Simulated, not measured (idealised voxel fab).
process module | voxel self aligned vias
cross-section cut | 160 nm wide | cells 5 nm
A cross-section is a grid of square cells, given in bands from the top down. A band is one or more rows of cells.
Each band's line starts with the height of the band's top and of its bottom, in nm. Then come its materials from left to right, each with its width in nm. One material with "throughout" fills the band from edge to edge. "air" is empty space.
Height 0 is the level under which the wafer as received is all one material. The lowest band goes on downwards, as in "0 down".
A width such as "30 to 40" changes by the same amount from each row of cells to the next, from the band's top row to its bottom row.
"no change" after a step means that no cell of the cross-section changed.
closed voids: empty space of 8 cells or more with no open way to the top, each as width x height at its distance from the left edge, in nm
after a step's settings: what the simulator itself notes on the step
overlay nm, on a step with a mask: how far to the right of its planned place the mask lay; to the left if negative
plan
1 op RECEIVE | material Si
2 op CONFORMAL_DEP | material SiO2 | thk nm 15
3 op CONFORMAL_DEP | material SiCN | thk nm 5
4 op DIRECTIONAL_DEP | material SiO2 | thk nm 30
5 op DIRECTIONAL_DEP | material aC | thk nm 10
6 op PATTERN | tone open | mask id LINES | material resist | width nm 20 | pitch nm 55 | thk nm 25 | overlay nm 0
7 op DIRECTIONAL_ETCH | etch materials aC | depth nm 10
8 op STRIP | etch materials resist
9 op DIRECTIONAL_ETCH | etch materials SiO2 | depth nm 30
10 op STRIP | etch materials aC
11 op CONFORMAL_DEP | material TiN | thk nm 5
12 op FILL_DEP | material Ru | thk nm 10
13 op CMP | height nm 50
14 op SELECTIVE_ETCH | etch materials W Ru TiN | depth nm 10
15 op FILL_DEP | material SiN | thk nm 10
16 op CMP | height nm 50
17 op DIRECTIONAL_DEP | material SiO2 | thk nm 20
18 op PATTERN | tone open | mask id VIAS | material resist | width nm 30 | thk nm 20 | overlay nm 0
19 op DIRECTIONAL_ETCH | etch materials SiO2 | depth nm 20
20 op DIRECTIONAL_ETCH | etch materials SiN | depth nm 10
21 op STRIP | etch materials resist
22 op CONFORMAL_DEP | material TiN | thk nm 5
23 op FILL_DEP | material Cu | thk nm 5
24 op CMP | height nm 70
25 op CONFORMAL_DEP | material SiN | thk nm 5
as received, after step 1
  0 down: Si throughout
  closed voids: none
a wafer at the end: this start, this plan, one mistake
  75 to 70: SiN throughout
  70 to 55: Cu 30 | TiN 5 | SiO2 30 | TiN 5 | Cu 90
  55 to 50: TiN 35 | SiO2 30 | TiN 35 | Cu 10 | TiN 50
  50 to 45: SiO2 40 | SiN 20 | SiO2 35 | TiN 5 | Cu 10 | TiN 5 | SiO2 45
  45 to 40: SiO2 40 | SiN 20 | SiO2 35 | TiN 20 | SiO2 45
  40 to 25: SiO2 40 | TiN 5 | Ru 10 | TiN 5 | SiO2 35 | TiN 5 | Ru 10 | TiN 5 | SiO2 45
  25 to 20: SiO2 40 | TiN 20 | SiO2 35 | TiN 20 | SiO2 45
  20 to 15: SiCN throughout
  15 to 0: SiO2 throughout
  0 down: Si throughout
  closed voids: none
what went wrong: step 18 ran as: op PATTERN | tone cover | mask id VIAS | material resist | width nm 30 | thk nm 20 | overlay nm 0
